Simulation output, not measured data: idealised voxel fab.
This is a process module. Its name is voxel released beams.
Shown is cross-section cut, with a width of 265 nm and square cells of size 5 nm.
Bands, listed from the top down, are how a cross-section gets written in this document; the cross-section itself is a grid of square cells, and a band is one or more rows of them.
Within each band entry, the heights of the top and of the bottom of the band appear first, in that order and in nm; the materials of the band then follow from left to right, each with its corresponding width in nm. The designation "full width" on a single material indicates that it fills the band from edge to edge; the designation "blank" indicates empty space.
Heights are reckoned from 0. Under this level, the received wafer is all of one material. The bottommost band is open-ended downward, for example "0 and below".
Top row gets the first number, bottom row gets the second, and each row in between changes by the same step: that is how a band width like "30->40" works.
A step reported as "no alteration" is a step in which no cell of the cross-section changed.
In the "Voids, enclosed" entry, you get each enclosed empty space of 8 cells or more, one with no open way to the top, written width x height at distance, distance from the left edge, in nm.
The remark found on a step's line after its settings is issued by the simulator itself and pertains to that step.
On any step carrying a mask, the "overlay nm" setting, if present on the step's line, tells how far right of its planned place the mask lay; negative values point to the left.

Steps in the process plan:
1: RECEIVE (material Si)
2: CONFORMAL_DEP (material SiN; thk nm 5)
3: DIRECTIONAL_DEP (material SiO2; thk nm 20)
4: DIRECTIONAL_DEP (material aC; thk nm 10)
5: PATTERN (tone open; mask id ANCHOR; material resist; width nm 25; thk nm 25; overlay nm 0)
6: DIRECTIONAL_ETCH (etch materials aC; depth nm 10)
7: STRIP (etch materials resist)
8: DIRECTIONAL_ETCH (etch materials SiO2; depth nm 20)
9: STRIP (etch materials aC)
10: CONFORMAL_DEP (material W; thk nm 10)
11: MASKED_ETCH (tone cover; mask id BEAM; width nm 95; etch materials W; depth nm 10; overlay nm 0)
12: STRIP (etch materials SiO2)

First of two wafers: run as planned:

So this is the incoming wafer in cross-section - it's already been through step 1:
> 0 and below  Si full width
> Voids, enclosed: none

Step 2 done - wafer cross-section:
> 5 down to 0  SiN full width
> Everything under 0 stays put, no change at all.

Step 3 done - wafer cross-section:
> 25 down to 5  SiO2 full width
> Everything under 5 stays put, no change at all.

Step 4 done - wafer cross-section:
> 35 down to 25  aC full width
> Everything under 25 stays put, no change at all.

Step 5 done - wafer cross-section:
> 60 down to 35  85 of resist | 25 of blank | 155 of resist
> Everything under 35 stays put, no change at all.

Step 6 done - wafer cross-section:
> 50 down to 35  85 of resist | 25 of blank | 155 of resist
> 35 down to 25  85 of aC | 25 of blank | 155 of aC
> Everything under 25 stays put, no change at all.

Step 7 done - wafer cross-section:
> 35 down to 25  85 of aC | 25 of blank | 155 of aC
> Everything under 25 stays put, no change at all.

Step 8 done - wafer cross-section:
> 35 down to 25  85 of aC | 25 of blank | 155 of aC
> 25 down to 5  85 of SiO2 | 25 of blank | 155 of SiO2
> Everything under 5 stays put, no change at all.

Step 9 done - wafer cross-section:
> 25 down to 5  85 of SiO2 | 25 of blank | 155 of SiO2
> Everything under 5 stays put, no change at all.

Step 10 done - wafer cross-section:
> 35 down to 25  95 of W | 5 of blank | 165 of W
> 25 down to 15  85 of SiO2 | 10 of W | 5 of blank | 10 of W | 155 of SiO2
> 15 down to 5  85 of SiO2 | 25 of W | 155 of SiO2
> Everything under 5 stays put, no change at all.

Step 11 done - wafer cross-section:
> 35 down to 25  80 of blank | 15 of W | 5 of blank | 75 of W | 90 of blank
> Everything under 25 stays put, no change at all.

Step 12 done - wafer cross-section:
> 35 down to 25  80 of blank | 15 of W | 5 of blank | 75 of W | 90 of blank
> 25 down to 15  85 of blank | 10 of W | 5 of blank | 10 of W | 155 of blank
> 15 down to 5  85 of blank | 25 of W | 155 of blank
> Everything under 5 stays put, no change at all.

Second wafer. Start and plan as for the first. One mistake made in running. Agrees with the first up to and including step 10:

Cross-section of the second wafer at the time by which step 11 should have been completed according to the plan:
> 35 down to 25  85 of blank | 10 of W | 5 of blank | 80 of W | 85 of blank
> Everything under 25 stays put, no change at all.

Cross-section of the second wafer at the time by which step 12 should have been completed according to the plan:
> 35 down to 25  85 of blank | 10 of W | 5 of blank | 80 of W | 85 of blank
> 25 down to 15  85 of blank | 10 of W | 5 of blank | 10 of W | 155 of blank
> 15 down to 5  85 of blank | 25 of W | 155 of blank
> Everything under 5 stays put, no change at all.
Nonconformance to the process plan: so step 11 ended up running with a different setting than we planned, it ran as MASKED_ETCH (tone cover; mask id BEAM; width nm 95; etch materials W; depth nm 10; overlay nm 5)
Both wafers, final: cells per material equal; arrangement not.
